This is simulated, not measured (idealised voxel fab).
You're looking at the process module voxel spacer lines.
FYI the section here is cut, 260 nm wide, cells are 5 nm squares.
How to read a cross-section here: the picture is a grid of square cells, written as bands going from the top down, and any band can span one or more rows of cells. A band entry consists of two parts. The first gives the height of the band's top and the height of its bottom, in nm. The rest lists the band's materials from left to right, each with its width in nm. A single material labelled with the word "everywhere" fills the band from edge to edge, and the word "empty" marks empty space. Heights are expressed relative to 0, this being the level below which the as-received wafer comprises one material exclusively. The lowest band is unbounded in the downward direction and is denoted as in "0 nm and below". Width: "30->40" (first number = top row, second number = bottom row, same change from row to row of cells). Step marked "stayed the same"? Then no cell in the cross-section changed in it. Entry "Closed void catalog". Content: empty spaces with no open connection to the top, size 8 cells or greater. Each: width x height at distance. Distance: from left edge. Unit: nm. Anything after a step's settings on that line? It's the simulator's own note about the step. overlay nm: right-of-plan distance of the mask on a masked step; negative values mean left-of-plan.

The planned process steps are enumerated hereunder
| 1 | RECEIVE (material Si) |
| 2 | CONFORMAL_DEP (material SiO2; thk nm 5) |
| 3 | DIRECTIONAL_DEP (material TiN; thk nm 15) |
| 4 | DIRECTIONAL_DEP (material aC; thk nm 25) |
| 5 | PATTERN (tone cover; mask id MANDREL; material resist; width nm 25; pitch nm 80; thk nm 35; overlay nm 0) |
| 6 | DIRECTIONAL_ETCH (etch materials aC; depth nm 25) |
| 7 | STRIP (etch materials resist) |
| 8 | CONFORMAL_DEP (material SiN; thk nm 15) |
| 9 | DIRECTIONAL_ETCH (etch materials SiN; depth nm 15) |
| 10 | STRIP (etch materials aC) |
| 11 | DIRECTIONAL_ETCH (etch materials TiN; depth nm 15) |
| 12 | STRIP (etch materials SiN) |

The first wafer of two, processed as planned

Cross-section of the wafer as it came to us, i.e., already through step 1
0 nm and below  Si everywhere
Closed void catalog: none

State of the wafer after step 2, shown in cross-section
5 nm to 0 nm  SiO2 everywhere
Everything under 0 stays put, no change at all.

State of the wafer after step 3, shown in cross-section
20 nm to 5 nm  TiN everywhere
Everything under 5 stays put, no change at all.

State of the wafer after step 4, shown in cross-section
45 nm to 20 nm  aC everywhere
Everything under 20 stays put, no change at all.

State of the wafer after step 5, shown in cross-section
80 nm to 45 nm  empty 35 nm, then resist 25 nm, then empty 55 nm, then resist 25 nm, then empty 55 nm, then resist 25 nm, then empty 40 nm
Everything under 45 stays put, no change at all.

State of the wafer after step 6, shown in cross-section
55 nm to 45 nm  empty 35 nm, then resist 25 nm, then empty 55 nm, then resist 25 nm, then empty 55 nm, then resist 25 nm, then empty 40 nm
45 nm to 20 nm  empty 35 nm, then aC 25 nm, then empty 55 nm, then aC 25 nm, then empty 55 nm, then aC 25 nm, then empty 40 nm
Everything under 20 stays put, no change at all.

State of the wafer after step 7, shown in cross-section
45 nm to 20 nm  empty 35 nm, then aC 25 nm, then empty 55 nm, then aC 25 nm, then empty 55 nm, then aC 25 nm, then empty 40 nm
Everything under 20 stays put, no change at all.

State of the wafer after step 8, shown in cross-section
60 nm to 45 nm  empty 20 nm, then SiN 55 nm, then empty 25 nm, then SiN 55 nm, then empty 25 nm, then SiN 55 nm, then empty 25 nm
45 nm to 35 nm  empty 20 nm, then SiN 15 nm, then aC 25 nm, then SiN 15 nm, then empty 25 nm, then SiN 15 nm, then aC 25 nm, then SiN 15 nm, then empty 25 nm, then SiN 15 nm, then aC 25 nm, then SiN 15 nm, then empty 25 nm
35 nm to 20 nm  SiN 35 nm, then aC 25 nm, then SiN 55 nm, then aC 25 nm, then SiN 55 nm, then aC 25 nm, then SiN 40 nm
Everything under 20 stays put, no change at all.

State of the wafer after step 9, shown in cross-section
45 nm to 20 nm  empty 20 nm, then SiN 15 nm, then aC 25 nm, then SiN 15 nm, then empty 25 nm, then SiN 15 nm, then aC 25 nm, then SiN 15 nm, then empty 25 nm, then SiN 15 nm, then aC 25 nm, then SiN 15 nm, then empty 25 nm
Everything under 20 stays put, no change at all.

State of the wafer after step 10, shown in cross-section
45 nm to 20 nm  empty 20 nm, then SiN 15 nm, then empty 25 nm, then SiN 15 nm, then empty 25 nm, then SiN 15 nm, then empty 25 nm, then SiN 15 nm, then empty 25 nm, then SiN 15 nm, then empty 25 nm, then SiN 15 nm, then empty 25 nm
Everything under 20 stays put, no change at all.

State of the wafer after step 11, shown in cross-section
45 nm to 20 nm  empty 20 nm, then SiN 15 nm, then empty 25 nm, then SiN 15 nm, then empty 25 nm, then SiN 15 nm, then empty 25 nm, then SiN 15 nm, then empty 25 nm, then SiN 15 nm, then empty 25 nm, then SiN 15 nm, then empty 25 nm
20 nm to 5 nm  empty 20 nm, then TiN 15 nm, then empty 25 nm, then TiN 15 nm, then empty 25 nm, then TiN 15 nm, then empty 25 nm, then TiN 15 nm, then empty 25 nm, then TiN 15 nm, then empty 25 nm, then TiN 15 nm, then empty 25 nm
Everything under 5 stays put, no change at all.

State of the wafer after step 12, shown in cross-section
20 nm to 5 nm  empty 20 nm, then TiN 15 nm, then empty 25 nm, then TiN 15 nm, then empty 25 nm, then TiN 15 nm, then empty 25 nm, then TiN 15 nm, then empty 25 nm, then TiN 15 nm, then empty 25 nm, then TiN 15 nm, then empty 25 nm
Everything under 5 stays put, no change at all.

The second wafer began exactly as the first did and followed the same plan, but one mistake was made while running it; through step 2 inclusive, the two wafers are identical

Second wafer profile in section, at the moment step 3 of the plan was meant to be complete
35 nm to 5 nm  TiN everywhere
Everything under 5 stays put, no change at all.

Second wafer profile in section, at the moment step 4 of the plan was meant to be complete
60 nm to 35 nm  aC everywhere
Everything under 35 stays put, no change at all.

Second wafer profile in section, at the moment step 5 of the plan was meant to be complete
95 nm to 60 nm  empty 35 nm, then resist 25 nm, then empty 55 nm, then resist 25 nm, then empty 55 nm, then resist 25 nm, then empty 40 nm
Everything under 60 stays put, no change at all.

Second wafer profile in section, at the moment step 6 of the plan was meant to be complete
70 nm to 60 nm  empty 35 nm, then resist 25 nm, then empty 55 nm, then resist 25 nm, then empty 55 nm, then resist 25 nm, then empty 40 nm
60 nm to 35 nm  empty 35 nm, then aC 25 nm, then empty 55 nm, then aC 25 nm, then empty 55 nm, then aC 25 nm, then empty 40 nm
Everything under 35 stays put, no change at all.

Second wafer profile in section, at the moment step 7 of the plan was meant to be complete
60 nm to 35 nm  empty 35 nm, then aC 25 nm, then empty 55 nm, then aC 25 nm, then empty 55 nm, then aC 25 nm, then empty 40 nm
Everything under 35 stays put, no change at all.

Second wafer profile in section, at the moment step 8 of the plan was meant to be complete
75 nm to 60 nm  empty 20 nm, then SiN 55 nm, then empty 25 nm, then SiN 55 nm, then empty 25 nm, then SiN 55 nm, then empty 25 nm
60 nm to 50 nm  empty 20 nm, then SiN 15 nm, then aC 25 nm, then SiN 15 nm, then empty 25 nm, then SiN 15 nm, then aC 25 nm, then SiN 15 nm, then empty 25 nm, then SiN 15 nm, then aC 25 nm, then SiN 15 nm, then empty 25 nm
50 nm to 35 nm  SiN 35 nm, then aC 25 nm, then SiN 55 nm, then aC 25 nm, then SiN 55 nm, then aC 25 nm, then SiN 40 nm
Everything under 35 stays put, no change at all.

Second wafer profile in section, at the moment step 9 of the plan was meant to be complete
60 nm to 35 nm  empty 20 nm, then SiN 15 nm, then aC 25 nm, then SiN 15 nm, then empty 25 nm, then SiN 15 nm, then aC 25 nm, then SiN 15 nm, then empty 25 nm, then SiN 15 nm, then aC 25 nm, then SiN 15 nm, then empty 25 nm
Everything under 35 stays put, no change at all.

Second wafer profile in section, at the moment step 10 of the plan was meant to be complete
60 nm to 35 nm  empty 20 nm, then SiN 15 nm, then empty 25 nm, then SiN 15 nm, then empty 25 nm, then SiN 15 nm, then empty 25 nm, then SiN 15 nm, then empty 25 nm, then SiN 15 nm, then empty 25 nm, then SiN 15 nm, then empty 25 nm
Everything under 35 stays put, no change at all.

Second wafer profile in section, at the moment step 11 of the plan was meant to be complete
60 nm to 35 nm  empty 20 nm, then SiN 15 nm, then empty 25 nm, then SiN 15 nm, then empty 25 nm, then SiN 15 nm, then empty 25 nm, then SiN 15 nm, then empty 25 nm, then SiN 15 nm, then empty 25 nm, then SiN 15 nm, then empty 25 nm
35 nm to 20 nm  empty 20 nm, then TiN 15 nm, then empty 25 nm, then TiN 15 nm, then empty 25 nm, then TiN 15 nm, then empty 25 nm, then TiN 15 nm, then empty 25 nm, then TiN 15 nm, then empty 25 nm, then TiN 15 nm, then empty 25 nm
Everything under 20 stays put, no change at all.

Second wafer profile in section, at the moment step 12 of the plan was meant to be complete
35 nm to 20 nm  empty 20 nm, then TiN 15 nm, then empty 25 nm, then TiN 15 nm, then empty 25 nm, then TiN 15 nm, then empty 25 nm, then TiN 15 nm, then empty 25 nm, then TiN 15 nm, then empty 25 nm, then TiN 15 nm, then empty 25 nm
Everything under 20 stays put, no change at all.
What broke from the plan during processing? step 3 of the plan was performed twice
Wrapping up, a cell-based count of both wafers puts the second over or under the first for these materials: +156 TiN
